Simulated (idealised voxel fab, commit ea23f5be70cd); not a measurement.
Process module heading - voxel transistor to metal
The figure presents cross-section cut, which has a width of 155 nm and is divided into square cells with an edge length of 5 nm.
Cross-section format: a grid of square cells, given as bands from top to bottom; each band is one or more rows of cells. Basically the band line says how high the top is and how high the bottom is, in nm, and then what's in it from left to right, every material with its width in nm. Empty space shows up as "blank", and if a single material carries "edge to edge" it runs the full band edge to edge. Where do heights start? At 0: under that level the wafer as delivered is made of one material only. And the lowest band has no floor; it just carries on downward, as in "0 nm and below". Width "30 to 40": first value at the band's top row of cells, second value at its bottom row, equal change from row to row. "all unchanged" (step): cross-section cells unchanged, all of them. Closed empty spaces (no open way to the top) of 8 cells or more are what "Completely sealed voids" lists, each as width x height at distance from the left edge, nm for all three. Heads up: the bit after the settings on a step's line is the simulator's remark on that step. overlay nm: how far to the right of its planned place the mask lay on this masked step (negative: to the left).

Set out below are the planned steps of the process
1: RECEIVE with material Si
2: OXIDIZE with depth nm 5
3: CONFORMAL_DEP with material SiN, thk nm 10
4: PATTERN with tone cover, mask id ACTIVE, material resist, width nm 110, thk nm 15, overlay nm 0
5: DIRECTIONAL_ETCH with etch materials SiN, depth nm 10
6: DIRECTIONAL_ETCH with etch materials SiO2, depth nm 5
7: DIRECTIONAL_ETCH with etch materials Si, depth nm 20
8: STRIP with etch materials resist
9: OXIDIZE with depth nm 5
10: FILL_DEP with material SiO2, thk nm 5
11: CMP with height nm 10
12: SELECTIVE_ETCH with etch materials SiO2, depth nm 5
13: STRIP with etch materials SiN
14: SELECTIVE_ETCH with etch materials SiO2, depth nm 5
15: OXIDIZE with depth nm 5
16: DIRECTIONAL_DEP with material polySi, thk nm 25
17: DIRECTIONAL_DEP with material SiCN, thk nm 15
18: DIRECTIONAL_DEP with material aC, thk nm 10
19: PATTERN with tone cover, mask id GATE, material resist, width nm 30, thk nm 30, overlay nm 0
20: DIRECTIONAL_ETCH with etch materials aC, depth nm 10
21: STRIP with etch materials resist
22: DIRECTIONAL_ETCH with etch materials SiCN, depth nm 25
23: DIRECTIONAL_ETCH with etch materials polySi, depth nm 35
24: STRIP with etch materials aC
25: CONFORMAL_DEP with material SiO2, thk nm 5
26: DIRECTIONAL_ETCH with etch materials SiO2, depth nm 5
27: CONFORMAL_DEP with material SiN, thk nm 5
28: DIRECTIONAL_ETCH with etch materials SiN, depth nm 5
29: DIRECTIONAL_ETCH with etch materials SiO2, depth nm 5
30: DIRECTIONAL_ETCH with etch materials Si, depth nm 5
31: EPI with material pSi, thk nm 10
32: FILL_DEP with material SiO2, thk nm 5
33: CMP with height nm 20
34: STRIP with etch materials polySi
35: SELECTIVE_ETCH with etch materials SiO2, depth nm 5
36: CONFORMAL_DEP with material HfO2, thk nm 5
37: CONFORMAL_DEP with material TiN, thk nm 5
38: FILL_DEP with material W, thk nm 5
39: CMP with height nm 15
40: DIRECTIONAL_DEP with material SiO2, thk nm 10
41: PATTERN with tone open, mask id CONTACT, material resist, width nm 20, pitch nm 80, thk nm 20, overlay nm 0
42: DIRECTIONAL_ETCH with etch materials SiO2, depth nm 30
43: STRIP with etch materials resist
44: CONFORMAL_DEP with material TiN, thk nm 5
45: FILL_DEP with material W, thk nm 10
46: CMP with height nm 25
47: DIRECTIONAL_DEP with material TiN, thk nm 5
48: DIRECTIONAL_DEP with material W, thk nm 25
49: PATTERN with tone cover, mask id METAL_1, material resist, width nm 20, pitch nm 80, thk nm 20, overlay nm 0
50: DIRECTIONAL_ETCH with etch materials W, depth nm 25
51: DIRECTIONAL_ETCH with etch materials TiN, depth nm 5
52: STRIP with etch materials resist
53: CONFORMAL_DEP with material SiN, thk nm 5
54: FILL_DEP with material SiO2, thk nm 5
55: CMP with height nm 55
56: CONFORMAL_DEP with material SiCN, thk nm 5
57: DIRECTIONAL_DEP with material SiO2, thk nm 35
58: DIRECTIONAL_DEP with material aC, thk nm 10
59: PATTERN with tone open, mask id METAL_2, material resist, width nm 20, pitch nm 80, thk nm 30, overlay nm 0
60: DIRECTIONAL_ETCH with etch materials aC, depth nm 10
61: STRIP with etch materials resist
62: DIRECTIONAL_ETCH with etch materials SiO2, depth nm 20
63: STRIP with etch materials aC
64: DIRECTIONAL_DEP with material aC, thk nm 15
65: PATTERN with tone open, mask id METAL_2_HOLES, material resist, width nm 15, pitch nm 80, thk nm 30, overlay nm 0
66: DIRECTIONAL_ETCH with etch materials aC, depth nm 15
67: STRIP with etch materials resist
68: DIRECTIONAL_ETCH with etch materials SiO2, depth nm 15
69: DIRECTIONAL_ETCH with etch materials SiCN, depth nm 5
70: STRIP with etch materials aC
71: CONFORMAL_DEP with material TiN, thk nm 5
72: FILL_DEP with material Cu, thk nm 10
73: CMP with height nm 95
74: CONFORMAL_DEP with material SiCN, thk nm 5

Shown in cross-section is the wafer as received, that is, as it stands after step 1
	0 nm and below | Si edge to edge
	Completely sealed voids: none

Cross-section taken at module completion on the first of two wafers; processed per the plan
	100 nm to 95 nm | SiCN edge to edge
	95 nm to 80 nm | 25 of SiO2 | 5 of TiN | 10 of Cu | 5 of TiN | 60 of SiO2 | 5 of TiN | 10 of Cu | 5 of TiN | 30 of SiO2
	80 nm to 75 nm | 25 of SiO2 | 5 of TiN | 5 of Cu | 10 of TiN | 60 of SiO2 | 5 of TiN | 5 of Cu | 10 of TiN | 30 of SiO2
	75 nm to 60 nm | 25 of SiO2 | 5 of TiN | 5 of Cu | 5 of TiN | 65 of SiO2 | 5 of TiN | 5 of Cu | 5 of TiN | 35 of SiO2
	60 nm to 55 nm | 25 of SiCN | 15 of TiN | 65 of SiCN | 15 of TiN | 35 of SiCN
	55 nm to 30 nm | 20 of SiO2 | 5 of SiN | 20 of W | 5 of SiN | 50 of SiO2 | 5 of SiN | 20 of W | 5 of SiN | 25 of SiO2
	30 nm to 25 nm | 25 of SiN | 20 of TiN | 60 of SiN | 20 of TiN | 30 of SiN
	25 nm to 15 nm | 25 of SiO2 | 5 of TiN | 10 of W | 5 of TiN | 60 of SiO2 | 5 of TiN | 10 of W | 5 of TiN | 30 of SiO2
	15 nm to 5 nm | 25 of SiO2 | 5 of TiN | 10 of W | 5 of TiN | 5 of SiO2 | 5 of SiN | 5 of HfO2 | 5 of TiN | 20 of W | 5 of TiN | 5 of HfO2 | 5 of SiN | 5 of SiO2 | 5 of TiN | 10 of W | 5 of TiN | 30 of SiO2
	5 nm to 0 nm | 25 of SiO2 | 5 of TiN | 5 of W | 10 of TiN | 5 of SiO2 | 5 of SiN | 5 of HfO2 | 5 of TiN | 20 of W | 5 of TiN | 5 of HfO2 | 5 of SiN | 5 of SiO2 | 10 of TiN | 5 of W | 5 of TiN | 30 of SiO2
	0 nm to -5 nm | 20 of SiO2 | 5 of SiN | 15 of TiN | 10 of pSi | 5 of SiN | 5 of HfO2 | 30 of TiN | 5 of HfO2 | 5 of SiN | 10 of pSi | 15 of TiN | 5 of SiN | 25 of SiO2
	-5 nm to -10 nm | 25 of SiO2 | 25 of pSi | 5 of SiO2 | 40 of HfO2 | 5 of SiO2 | 25 of pSi | 30 of SiO2
	-10 nm to -15 nm | 25 of SiO2 | 25 of pSi | 50 of Si | 25 of pSi | 30 of SiO2
	-15 nm to -30 nm | 25 of SiO2 | 100 of Si | 30 of SiO2
	-30 nm and below | Si edge to edge
	Completely sealed voids: none

The second wafer, shown in cross-section after the module: started the same way as the first and given the same plan, yet one mistake crept into how it was run
	100 nm to 95 nm | SiCN edge to edge
	95 nm to 80 nm | 25 of SiO2 | 5 of TiN | 10 of Cu | 5 of TiN | 60 of SiO2 | 5 of TiN | 10 of Cu | 5 of TiN | 30 of SiO2
	80 nm to 75 nm | 25 of SiO2 | 5 of TiN | 5 of Cu | 10 of TiN | 60 of SiO2 | 5 of TiN | 5 of Cu | 10 of TiN | 30 of SiO2
	75 nm to 60 nm | 25 of SiO2 | 5 of TiN | 5 of Cu | 5 of TiN | 65 of SiO2 | 5 of TiN | 5 of Cu | 5 of TiN | 35 of SiO2
	60 nm to 55 nm | 25 of SiCN | 15 of TiN | 65 of SiCN | 15 of TiN | 35 of SiCN
	55 nm to 30 nm | 20 of SiO2 | 5 of SiN | 20 of W | 5 of SiN | 50 of SiO2 | 5 of SiN | 20 of W | 5 of SiN | 25 of SiO2
	30 nm to 25 nm | 25 of SiN | 20 of TiN | 60 of SiN | 20 of TiN | 30 of SiN
	25 nm to 15 nm | 25 of SiO2 | 5 of TiN | 10 of W | 5 of TiN | 60 of SiO2 | 5 of TiN | 10 of W | 5 of TiN | 30 of SiO2
	15 nm to 5 nm | 25 of SiO2 | 5 of TiN | 10 of W | 5 of TiN | 5 of SiO2 | 5 of SiN | 5 of HfO2 | 5 of TiN | 20 of W | 5 of TiN | 5 of HfO2 | 5 of SiN | 5 of SiO2 | 5 of TiN | 10 of W | 5 of TiN | 30 of SiO2
	5 nm to 0 nm | 25 of SiO2 | 5 of TiN | 5 of W | 10 of TiN | 5 of SiO2 | 5 of SiN | 5 of HfO2 | 5 of TiN | 20 of W | 5 of TiN | 5 of HfO2 | 5 of SiN | 5 of SiO2 | 10 of TiN | 5 of W | 5 of TiN | 30 of SiO2
	0 nm to -5 nm | 20 of SiO2 | 5 of SiN | 15 of TiN | 10 of pSi | 5 of SiN | 5 of HfO2 | 30 of TiN | 5 of HfO2 | 5 of SiN | 10 of pSi | 15 of TiN | 5 of SiN | 25 of SiO2
	-5 nm to -10 nm | 25 of SiO2 | 25 of pSi | 5 of SiO2 | 40 of HfO2 | 5 of SiO2 | 25 of pSi | 30 of SiO2
	-10 nm to -15 nm | 25 of SiO2 | 25 of pSi | 50 of Si | 25 of pSi | 30 of SiO2
	-15 nm to -50 nm | 25 of SiO2 | 100 of Si | 30 of SiO2
	-50 nm and below | Si edge to edge
	Completely sealed voids: none
What was done differently from what was planned? execution of plan step 7 occurred twice
Cell-count delta at end, second wafer over first, by material: 44 fewer of Si, 44 more of SiO2
